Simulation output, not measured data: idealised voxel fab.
Presented below is a process module, voxel self aligned vias.
185 nm wide, 5 nm square cells: that's cross-section cut.
A cross-section in this document is a grid of square cells, and it is written down as bands, the top band listed before the ones below it; a band is made up of one or more rows of cells. This entry defines a band. It first specifies the height of the band's top and the height of its bottom in nm, and then specifies the band's materials from left to right, stating each material with its width in nm. The word "edge to edge" identifies a single material that fills the band from edge to edge, while the word "empty" identifies empty space. Heights are expressed relative to 0, this being the level below which the as-received wafer comprises one material exclusively. The lowest band is unbounded in the downward direction and is denoted as in "0 -> down". Per-row width for "30..40": begins at first number (top row of band), ends at second number (bottom row), increment between rows held constant. Key: "no alterations made" - step with no changed cell in the cross-section. This entry, "Voids, fully enclosed", enumerates those empty regions of no fewer than 8 cells that possess no open connection to the top. Each region is reported in the form width x height at distance, the distance being taken from the left edge, with all three quantities expressed in nm. What comes after the settings on a step's line is commentary from the simulator itself on that step. Regarding "overlay nm": on a step with a mask, it is the distance the mask lay to the right of its planned place; a negative value places it to the left.
-- The following list gives the planned process steps
1) op RECEIVE | material Si
2) op CONFORMAL_DEP | material SiO2 | thk nm 10
3) op CONFORMAL_DEP | material SiCN | thk nm 5
4) op DIRECTIONAL_DEP | material SiO2 | thk nm 25
5) op MASKED_ETCH | tone open | mask id LINES | width nm 25 | pitch nm 70 | etch materials SiO2 | depth nm 25 | overlay nm 0
6) op CONFORMAL_DEP | material TiN | thk nm 5
7) op FILL_DEP | material Ru | thk nm 10
8) op CMP | height nm 40
9) op SELECTIVE_ETCH | etch materials W Ru TiN | depth nm 5
10) op FILL_DEP | material SiN | thk nm 10
11) op CMP | height nm 40
12) op DIRECTIONAL_DEP | material SiO2 | thk nm 20
13) op DIRECTIONAL_DEP | material aC | thk nm 10
14) op PATTERN | tone open | mask id VIAS | material resist | width nm 45 | thk nm 30 | overlay nm 0
15) op DIRECTIONAL_ETCH | etch materials aC | depth nm 10
16) op STRIP | etch materials resist
17) op DIRECTIONAL_ETCH | etch materials SiO2 | depth nm 10
18) op DIRECTIONAL_ETCH | etch materials SiN | depth nm 5
19) op STRIP | etch materials aC
20) op CONFORMAL_DEP | material TiN | thk nm 5
21) op FILL_DEP | material Ru | thk nm 10
22) op CMP | height nm 60
23) op CONFORMAL_DEP | material SiCN | thk nm 5
Variable across wafers: step 17 depth nm (plan value is that of the first wafer; starting state common to all).
-- Cross-section of the first of several wafers on receipt, reflecting completion of step 1
    0 -> down | Si edge to edge
    Voids, fully enclosed: none
-- first wafer at the end, after step 23
    65 -> 60 | SiCN edge to edge
    60 -> 55 | SiO2 35  TiN 5  Ru 35  TiN 5  SiO2 105
    55 -> 50 | SiO2 35  TiN 45  SiO2 105
    50 -> 40 | SiO2 edge to edge
    40 -> 35 | SiO2 45  SiN 25  SiO2 45  SiN 25  SiO2 45
    35 -> 20 | SiO2 45  TiN 5  Ru 15  TiN 5  SiO2 45  TiN 5  Ru 15  TiN 5  SiO2 45
    20 -> 15 | SiO2 45  TiN 25  SiO2 45  TiN 25  SiO2 45
    15 -> 10 | SiCN edge to edge
    10 -> 0 | SiO2 edge to edge
    0 -> down | Si edge to edge
    Voids, fully enclosed: none
-- Showing the last wafer in cross-section at the end of the module
    65 -> 60 | SiCN edge to edge
    60 -> 40 | SiO2 35  TiN 5  Ru 35  TiN 5  SiO2 105
    40 -> 35 | SiO2 35  TiN 45  SiO2 35  SiN 25  SiO2 45
    35 -> 25 | SiO2 35  TiN 15  Ru 15  TiN 15  SiO2 35  TiN 5  Ru 15  TiN 5  SiO2 45
    25 -> 20 | SiO2 45  TiN 5  Ru 15  TiN 5  SiO2 45  TiN 5  Ru 15  TiN 5  SiO2 45
    20 -> 15 | SiO2 45  TiN 25  SiO2 45  TiN 25  SiO2 45
    15 -> 10 | SiCN edge to edge
    10 -> 0 | SiO2 edge to edge
    0 -> down | Si edge to edge
    Voids, fully enclosed: none
-- each wafer at the end: cells of each material gained (+) or lost (-) since it was received, then its closed voids
depth nm 10; +25 Ru; +74 SiCN; +10 SiN; +339 SiO2; +33 TiN; Voids, fully enclosed: none
depth nm 15; +32 Ru; +74 SiCN; +10 SiN; +330 SiO2; +35 TiN; Voids, fully enclosed: none
depth nm 20; +42 Ru; +74 SiCN; +5 SiN; +321 SiO2; +39 TiN; Voids, fully enclosed: none
depth nm 25; +46 Ru; +74 SiCN; +5 SiN; +317 SiO2; +39 TiN; Voids, fully enclosed: none
depth nm 30; +46 Ru; +74 SiCN; +5 SiN; +313 SiO2; +43 TiN; Voids, fully enclosed: none
depth nm 35; +46 Ru; +74 SiCN; +5 SiN; +309 SiO2; +47 TiN; Voids, fully enclosed: none
